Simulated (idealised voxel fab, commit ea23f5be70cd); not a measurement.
process module | voxel wiring stack
cross-section cut | 225 nm wide | cells 5 nm
A cross-section is a grid of square cells, given in bands from the top down. A band is one or more rows of cells.
Each band's line starts with the height of the band's top and of its bottom, in nm. Then come its materials from left to right, each with its width in nm. One material with "throughout" fills the band from edge to edge. "air" is empty space.
Height 0 is the level under which the wafer as received is all one material. The lowest band goes on downwards, as in "0 down".
A width such as "30 to 40" changes by the same amount from each row of cells to the next, from the band's top row to its bottom row.
"no change" after a step means that no cell of the cross-section changed.
closed voids: empty space of 8 cells or more with no open way to the top, each as width x height at its distance from the left edge, in nm
after a step's settings: what the simulator itself notes on the step
overlay nm, on a step with a mask: how far to the right of its planned place the mask lay; to the left if negative
plan
1 op RECEIVE | material Si
2 op CONFORMAL_DEP | material SiO2 | thk nm 10
3 op CONFORMAL_DEP | material SiCN | thk nm 5
4 op DIRECTIONAL_DEP | material SiO2 | thk nm 15
5 op DIRECTIONAL_DEP | material aC | thk nm 15
6 op PATTERN | tone open | mask id METAL_1 | material resist | width nm 25 | pitch nm 50 | thk nm 30 | overlay nm 0
7 op DIRECTIONAL_ETCH | etch materials aC | depth nm 15
8 op STRIP | etch materials resist
9 op DIRECTIONAL_ETCH | etch materials SiO2 | depth nm 15
10 op DIRECTIONAL_ETCH | etch materials SiCN | depth nm 5
11 op STRIP | etch materials aC
12 op CONFORMAL_DEP | material TiN | thk nm 5
13 op FILL_DEP | material Cu | thk nm 10
14 op CMP | height nm 30
15 op CONFORMAL_DEP | material SiCN | thk nm 5
16 op DIRECTIONAL_DEP | material lowk | thk nm 15
17 op MASKED_ETCH | tone open | mask id PLUG_1 | width nm 15 | pitch nm 50 | etch materials lowk | depth nm 15 | overlay nm 0
18 op MASKED_ETCH | tone open | mask id PLUG_1 | width nm 15 | pitch nm 50 | etch materials SiCN | depth nm 5 | overlay nm 0
19 op CONFORMAL_DEP | material TiN | thk nm 5
20 op FILL_DEP | material Ru | thk nm 10
21 op CMP | height nm 50
22 op DIRECTIONAL_DEP | material TiN | thk nm 5
23 op DIRECTIONAL_DEP | material W | thk nm 15
24 op PATTERN | tone cover | mask id METAL_2 | material resist | width nm 25 | pitch nm 50 | thk nm 20 | overlay nm 0
25 op DIRECTIONAL_ETCH | etch materials W | depth nm 15
26 op DIRECTIONAL_ETCH | etch materials TiN | depth nm 5
27 op STRIP | etch materials resist
28 op CONFORMAL_DEP | material SiN | thk nm 5
29 op FILL_DEP | material lowk | thk nm 5
30 op CMP | height nm 70
31 op CONFORMAL_DEP | material SiCN | thk nm 5
first wafer, as planned
as received, after step 1
  0 down: Si throughout
  closed voids: none
after step 2
  10 to 0: SiO2 throughout
  below 0: unchanged
after step 3
  15 to 10: SiCN throughout
  below 10: unchanged
after step 4
  30 to 15: SiO2 throughout
  below 15: unchanged
after step 5
  45 to 30: aC throughout
  below 30: unchanged
after step 6
  75 to 45: resist 75 | air 25 | resist 25 | air 25 | resist 75
  below 45: unchanged
after step 7
  60 to 45: resist 75 | air 25 | resist 25 | air 25 | resist 75
  45 to 30: aC 75 | air 25 | aC 25 | air 25 | aC 75
  below 30: unchanged
after step 8
  45 to 30: aC 75 | air 25 | aC 25 | air 25 | aC 75
  below 30: unchanged
after step 9
  45 to 30: aC 75 | air 25 | aC 25 | air 25 | aC 75
  30 to 15: SiO2 75 | air 25 | SiO2 25 | air 25 | SiO2 75
  below 15: unchanged
after step 10
  45 to 30: aC 75 | air 25 | aC 25 | air 25 | aC 75
  30 to 15: SiO2 75 | air 25 | SiO2 25 | air 25 | SiO2 75
  15 to 10: SiCN 75 | air 25 | SiCN 25 | air 25 | SiCN 75
  below 10: unchanged
after step 11
  30 to 15: SiO2 75 | air 25 | SiO2 25 | air 25 | SiO2 75
  below 15: unchanged
after step 12
  35 to 30: TiN 80 | air 15 | TiN 35 | air 15 | TiN 80
  30 to 15: SiO2 75 | TiN 5 | air 15 | TiN 5 | SiO2 25 | TiN 5 | air 15 | TiN 5 | SiO2 75
  15 to 10: SiCN 75 | TiN 25 | SiCN 25 | TiN 25 | SiCN 75
  below 10: unchanged
after step 13
  45 to 35: Cu throughout
  35 to 30: TiN 80 | Cu 15 | TiN 35 | Cu 15 | TiN 80
  30 to 15: SiO2 75 | TiN 5 | Cu 15 | TiN 5 | SiO2 25 | TiN 5 | Cu 15 | TiN 5 | SiO2 75
  below 15: unchanged
after step 14
  30 to 15: SiO2 75 | TiN 5 | Cu 15 | TiN 5 | SiO2 25 | TiN 5 | Cu 15 | TiN 5 | SiO2 75
  below 15: unchanged
after step 15
  35 to 30: SiCN throughout
  below 30: unchanged
after step 16
  50 to 35: lowk throughout
  below 35: unchanged
after step 17
  50 to 35: lowk 75 | air 15 | lowk 35 | air 15 | lowk 85
  below 35: unchanged
after step 18
  50 to 35: lowk 75 | air 15 | lowk 35 | air 15 | lowk 85
  35 to 30: SiCN 75 | air 15 | SiCN 35 | air 15 | SiCN 85
  below 30: unchanged
after step 19
  55 to 50: TiN 80 | air 5 | TiN 45 | air 5 | TiN 90
  50 to 35: lowk 75 | TiN 5 | air 5 | TiN 5 | lowk 35 | TiN 5 | air 5 | TiN 5 | lowk 85
  35 to 30: SiCN 75 | TiN 15 | SiCN 35 | TiN 15 | SiCN 85
  below 30: unchanged
after step 20
  65 to 55: Ru throughout
  55 to 50: TiN 80 | Ru 5 | TiN 45 | Ru 5 | TiN 90
  50 to 35: lowk 75 | TiN 5 | Ru 5 | TiN 5 | lowk 35 | TiN 5 | Ru 5 | TiN 5 | lowk 85
  below 35: unchanged
after step 21
  50 to 35: lowk 75 | TiN 5 | Ru 5 | TiN 5 | lowk 35 | TiN 5 | Ru 5 | TiN 5 | lowk 85
  below 35: unchanged
after step 22
  55 to 50: TiN throughout
  below 50: unchanged
after step 23
  70 to 55: W throughout
  below 55: unchanged
after step 24
  90 to 70: air 75 | resist 25 | air 25 | resist 25 | air 75
  below 70: unchanged
after step 25
  90 to 70: air 75 | resist 25 | air 25 | resist 25 | air 75
  70 to 55: air 75 | W 25 | air 25 | W 25 | air 75
  below 55: unchanged
after step 26
  90 to 70: air 75 | resist 25 | air 25 | resist 25 | air 75
  70 to 55: air 75 | W 25 | air 25 | W 25 | air 75
  55 to 50: air 75 | TiN 25 | air 25 | TiN 25 | air 75
  below 50: unchanged
after step 27
  70 to 55: air 75 | W 25 | air 25 | W 25 | air 75
  below 55: unchanged
after step 28
  75 to 70: air 70 | SiN 35 | air 15 | SiN 35 | air 70
  70 to 55: air 70 | SiN 5 | W 25 | SiN 5 | air 15 | SiN 5 | W 25 | SiN 5 | air 70
  55 to 50: SiN 75 | TiN 25 | SiN 25 | TiN 25 | SiN 75
  below 50: unchanged
after step 29
  80 to 75: lowk throughout
  75 to 70: lowk 70 | SiN 35 | lowk 15 | SiN 35 | lowk 70
  70 to 55: lowk 70 | SiN 5 | W 25 | SiN 5 | lowk 15 | SiN 5 | W 25 | SiN 5 | lowk 70
  below 55: unchanged
after step 30
  70 to 55: lowk 70 | SiN 5 | W 25 | SiN 5 | lowk 15 | SiN 5 | W 25 | SiN 5 | lowk 70
  below 55: unchanged
after step 31
  75 to 70: SiCN throughout
  below 70: unchanged
second wafer: like start, like plan, one mistake. Through step 14 it matches the first wafer
when step 15 should have ended
  45 to 30: lowk throughout
  below 30: unchanged
when step 16 should have ended
  50 to 45: SiCN throughout
  below 45: unchanged
when step 17 should have ended: no change
when step 18 should have ended
  50 to 45: SiCN 75 | air 15 | SiCN 35 | air 15 | SiCN 85
  below 45: unchanged
when step 19 should have ended
  55 to 50: TiN 80 | air 5 | TiN 45 | air 5 | TiN 90
  50 to 45: SiCN 75 | TiN 15 | SiCN 35 | TiN 15 | SiCN 85
  below 45: unchanged
when step 20 should have ended
  65 to 55: Ru throughout
  55 to 50: TiN 80 | Ru 5 | TiN 45 | Ru 5 | TiN 90
  below 50: unchanged
when step 21 should have ended
  50 to 45: SiCN 75 | TiN 15 | SiCN 35 | TiN 15 | SiCN 85
  below 45: unchanged
when step 22 should have ended
  55 to 50: TiN throughout
  below 50: unchanged
when step 23 should have ended
  70 to 55: W throughout
  below 55: unchanged
when step 24 should have ended
  90 to 70: air 75 | resist 25 | air 25 | resist 25 | air 75
  below 70: unchanged
when step 25 should have ended
  90 to 70: air 75 | resist 25 | air 25 | resist 25 | air 75
  70 to 55: air 75 | W 25 | air 25 | W 25 | air 75
  below 55: unchanged
when step 26 should have ended
  90 to 70: air 75 | resist 25 | air 25 | resist 25 | air 75
  70 to 55: air 75 | W 25 | air 25 | W 25 | air 75
  55 to 50: air 75 | TiN 25 | air 25 | TiN 25 | air 75
  below 50: unchanged
when step 27 should have ended
  70 to 55: air 75 | W 25 | air 25 | W 25 | air 75
  below 55: unchanged
when step 28 should have ended
  75 to 70: air 70 | SiN 35 | air 15 | SiN 35 | air 70
  70 to 55: air 70 | SiN 5 | W 25 | SiN 5 | air 15 | SiN 5 | W 25 | SiN 5 | air 70
  55 to 50: SiN 75 | TiN 25 | SiN 25 | TiN 25 | SiN 75
  below 50: unchanged
when step 29 should have ended
  80 to 75: lowk throughout
  75 to 70: lowk 70 | SiN 35 | lowk 15 | SiN 35 | lowk 70
  70 to 55: lowk 70 | SiN 5 | W 25 | SiN 5 | lowk 15 | SiN 5 | W 25 | SiN 5 | lowk 70
  below 55: unchanged
when step 30 should have ended
  70 to 55: lowk 70 | SiN 5 | W 25 | SiN 5 | lowk 15 | SiN 5 | W 25 | SiN 5 | lowk 70
  below 55: unchanged
when step 31 should have ended
  75 to 70: SiCN throughout
  below 70: unchanged
what went wrong: steps 15 and 16 were swapped
at the end the second wafer has, in cells: 6 fewer of Ru | 12 fewer of TiN | 18 more of lowk
